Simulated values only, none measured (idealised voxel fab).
process module | voxel transistor to metal
cross-section cut | 170 nm wide | cells 5 nm
A cross-section is a grid of square cells, given in bands from the top down. A band is one or more rows of cells.
Each band's line starts with the height of the band's top and of its bottom, in nm. Then come its materials from left to right, each with its width in nm. One material with "throughout" fills the band from edge to edge. "air" is empty space.
Height 0 is the level under which the wafer as received is all one material. The lowest band goes on downwards, as in "0 down".
A width such as "30 to 40" changes by the same amount from each row of cells to the next, from the band's top row to its bottom row.
"no change" after a step means that no cell of the cross-section changed.
closed voids: empty space of 8 cells or more with no open way to the top, each as width x height at its distance from the left edge, in nm
after a step's settings: what the simulator itself notes on the step
overlay nm, on a step with a mask: how far to the right of its planned place the mask lay; to the left if negative
plan
1 op RECEIVE | material Si
2 op CONFORMAL_DEP | material SiO2 | thk nm 5
3 op CONFORMAL_DEP | material SiN | thk nm 15
4 op DIRECTIONAL_DEP | material aC | thk nm 15
5 op PATTERN | tone cover | mask id ACTIVE | material resist | width nm 125 | thk nm 30 | overlay nm 0
6 op DIRECTIONAL_ETCH | etch materials aC | depth nm 15
7 op STRIP | etch materials resist
8 op DIRECTIONAL_ETCH | etch materials SiN | depth nm 15
9 op DIRECTIONAL_ETCH | etch materials SiO2 | depth nm 5
10 op DIRECTIONAL_ETCH | etch materials Si | depth nm 30
11 op STRIP | etch materials aC
12 op FILL_DEP | material SiO2 | thk nm 5
13 op CMP | height nm 20
14 op SELECTIVE_ETCH | etch materials SiO2 | depth nm 10
15 op STRIP | etch materials SiN
16 op SELECTIVE_ETCH | etch materials SiO2 | depth nm 5
17 op OXIDIZE | depth nm 5
18 op DIRECTIONAL_DEP | material polySi | thk nm 30
19 op DIRECTIONAL_DEP | material SiCN | thk nm 10
20 op PATTERN | tone cover | mask id GATE | material resist | width nm 25 | thk nm 20 | overlay nm 0
21 op DIRECTIONAL_ETCH | etch materials SiCN | depth nm 20
22 op DIRECTIONAL_ETCH | etch materials polySi | depth nm 40
23 op STRIP | etch materials resist
24 op CONFORMAL_DEP | material SiO2 | thk nm 5
25 op DIRECTIONAL_ETCH | etch materials SiO2 | depth nm 5
26 op CONFORMAL_DEP | material SiN | thk nm 5
27 op DIRECTIONAL_ETCH | etch materials SiN | depth nm 5
28 op DIRECTIONAL_ETCH | etch materials SiO2 | depth nm 5
29 op DIRECTIONAL_ETCH | etch materials Si | depth nm 15
30 op EPI | material SiGe | thk nm 20
31 op FILL_DEP | material SiO2 | thk nm 5
32 op CMP | height nm 30
33 op STRIP | etch materials polySi
34 op SELECTIVE_ETCH | etch materials SiO2 | depth nm 5
35 op CONFORMAL_DEP | material HfO2 | thk nm 5
36 op CONFORMAL_DEP | material TiN | thk nm 5
37 op FILL_DEP | material W | thk nm 5
38 op CMP | height nm 25
39 op DIRECTIONAL_DEP | material SiO2 | thk nm 10
40 op PATTERN | tone open | mask id CONTACT | material resist | width nm 20 | pitch nm 85 | thk nm 20 | overlay nm 0
41 op DIRECTIONAL_ETCH | etch materials SiO2 | depth nm 20
42 op STRIP | etch materials resist
43 op CONFORMAL_DEP | material TiN | thk nm 5
44 op FILL_DEP | material W | thk nm 10
45 op CMP | height nm 35
46 op CONFORMAL_DEP | material SiCN | thk nm 5
47 op DIRECTIONAL_DEP | material lowk | thk nm 15
48 op DIRECTIONAL_DEP | material aC | thk nm 10
49 op PATTERN | tone open | mask id METAL_1 | material resist | width nm 20 | pitch nm 85 | thk nm 30 | overlay nm 0
50 op DIRECTIONAL_ETCH | etch materials aC | depth nm 10
51 op STRIP | etch materials resist
52 op DIRECTIONAL_ETCH | etch materials lowk | depth nm 15
53 op DIRECTIONAL_ETCH | etch materials SiCN | depth nm 5
54 op STRIP | etch materials aC
55 op CONFORMAL_DEP | material TiN | thk nm 5
56 op FILL_DEP | material Cu | thk nm 5
57 op CMP | height nm 55
58 op EPI | material Ru | thk nm 5
59 op FILL_DEP | material SiCN | thk nm 5
60 op DIRECTIONAL_DEP | material SiO2 | thk nm 25
61 op DIRECTIONAL_DEP | material aC | thk nm 10
62 op PATTERN | tone open | mask id METAL_2_HOLES | material resist | width nm 15 | pitch nm 85 | thk nm 30 | overlay nm 0
63 op DIRECTIONAL_ETCH | etch materials aC | depth nm 10
64 op STRIP | etch materials resist
65 op DIRECTIONAL_ETCH | etch materials SiO2 | depth nm 25
66 op STRIP | etch materials aC
67 op PATTERN | tone open | mask id METAL_2 | material resist | width nm 20 | pitch nm 85 | thk nm 15 | overlay nm 0
68 op DIRECTIONAL_ETCH | etch materials SiO2 | depth nm 15
69 op DIRECTIONAL_ETCH | etch materials SiCN | depth nm 5
70 op STRIP | etch materials resist
71 op CONFORMAL_DEP | material TiN | thk nm 5
72 op FILL_DEP | material Cu | thk nm 10
73 op CMP | height nm 90
74 op CONFORMAL_DEP | material SiN | thk nm 5
as received, after step 1
  0 down: Si throughout
  closed voids: none
first wafer at the end, as planned
  95 to 90: SiN throughout
  90 to 80: SiO2 30 | TiN 5 | Cu 10 | TiN 5 | SiO2 65 | TiN 5 | Cu 10 | TiN 5 | SiO2 35
  80 to 75: SiO2 30 | TiN 5 | Cu 5 | TiN 10 | SiO2 65 | TiN 5 | Cu 5 | TiN 10 | SiO2 35
  75 to 65: SiO2 30 | TiN 5 | Cu 5 | TiN 5 | SiO2 70 | TiN 5 | Cu 5 | TiN 5 | SiO2 40
  65 to 60: SiCN 30 | TiN 15 | SiCN 70 | TiN 15 | SiCN 40
  60 to 55: SiCN 25 | Ru 30 | SiCN 55 | Ru 30 | SiCN 30
  55 to 40: lowk 30 | TiN 5 | Cu 10 | TiN 5 | lowk 65 | TiN 5 | Cu 10 | TiN 5 | lowk 35
  40 to 35: SiCN 30 | TiN 20 | SiCN 65 | TiN 20 | SiCN 35
  35 to 25: SiO2 30 | TiN 5 | W 10 | TiN 5 | SiO2 65 | TiN 5 | W 10 | TiN 5 | SiO2 35
  25 to 20: SiO2 30 | TiN 5 | W 10 | TiN 5 | SiO2 10 | SiN 5 | HfO2 5 | TiN 5 | W 15 | TiN 5 | HfO2 5 | SiN 5 | SiO2 10 | TiN 5 | W 10 | TiN 5 | SiO2 35
  20 to 15: SiO2 30 | TiN 20 | SiO2 10 | SiN 5 | HfO2 5 | TiN 5 | W 15 | TiN 5 | HfO2 5 | SiN 5 | SiO2 10 | TiN 20 | SiO2 35
  15 to 5: SiO2 15 | SiGe 45 | SiN 5 | HfO2 5 | TiN 5 | W 15 | TiN 5 | HfO2 5 | SiN 5 | SiGe 45 | SiO2 20
  5 to 0: SiO2 15 | SiGe 5 | SiN 5 | SiGe 35 | SiN 5 | HfO2 5 | TiN 25 | HfO2 5 | SiN 5 | SiGe 35 | SiN 5 | SiGe 5 | SiO2 20
  0 to -5: SiO2 25 | SiGe 35 | SiO2 5 | HfO2 35 | SiO2 5 | SiGe 35 | SiO2 30
  -5 to -20: SiO2 20 | Si 5 | SiGe 35 | Si 45 | SiGe 35 | Si 5 | SiO2 25
  -20 to -30: SiO2 20 | Si 125 | SiO2 25
  -30 down: Si throughout
  closed voids: none
second wafer at the end: like start, like plan, one mistake
  95 to 90: SiN throughout
  90 to 80: SiO2 30 | TiN 5 | Cu 10 | TiN 5 | SiO2 65 | TiN 5 | Cu 10 | TiN 5 | SiO2 35
  80 to 75: SiO2 30 | TiN 5 | Cu 5 | TiN 10 | SiO2 65 | TiN 5 | Cu 5 | TiN 10 | SiO2 35
  75 to 65: SiO2 30 | TiN 5 | Cu 5 | TiN 5 | SiO2 70 | TiN 5 | Cu 5 | TiN 5 | SiO2 40
  65 to 60: SiCN 30 | TiN 15 | SiCN 70 | TiN 15 | SiCN 40
  60 to 55: SiCN 25 | Ru 30 | SiCN 55 | Ru 30 | SiCN 30
  55 to 50: SiCN 30 | TiN 20 | SiCN 65 | TiN 20 | SiCN 35
  50 to 40: W throughout
  40 to 35: TiN 35 | W 10 | TiN 75 | W 10 | TiN 40
  35 to 25: SiO2 30 | TiN 5 | W 10 | TiN 5 | SiO2 65 | TiN 5 | W 10 | TiN 5 | SiO2 35
  25 to 20: SiO2 30 | TiN 5 | W 10 | TiN 5 | SiO2 10 | SiN 5 | HfO2 5 | TiN 5 | W 15 | TiN 5 | HfO2 5 | SiN 5 | SiO2 10 | TiN 5 | W 10 | TiN 5 | SiO2 35
  20 to 15: SiO2 30 | TiN 20 | SiO2 10 | SiN 5 | HfO2 5 | TiN 5 | W 15 | TiN 5 | HfO2 5 | SiN 5 | SiO2 10 | TiN 20 | SiO2 35
  15 to 5: SiO2 15 | SiGe 45 | SiN 5 | HfO2 5 | TiN 5 | W 15 | TiN 5 | HfO2 5 | SiN 5 | SiGe 45 | SiO2 20
  5 to 0: SiO2 15 | SiGe 5 | SiN 5 | SiGe 35 | SiN 5 | HfO2 5 | TiN 25 | HfO2 5 | SiN 5 | SiGe 35 | SiN 5 | SiGe 5 | SiO2 20
  0 to -5: SiO2 25 | SiGe 35 | SiO2 5 | HfO2 35 | SiO2 5 | SiGe 35 | SiO2 30
  -5 to -20: SiO2 20 | Si 5 | SiGe 35 | Si 45 | SiGe 35 | Si 5 | SiO2 25
  -20 to -30: SiO2 20 | Si 125 | SiO2 25
  -30 down: Si throughout
  closed voids: none
what went wrong: step 45 was left out
at the end the second wafer has, in cells: 12 fewer of Cu | 18 more of TiN | 72 more of W | 78 fewer of lowk
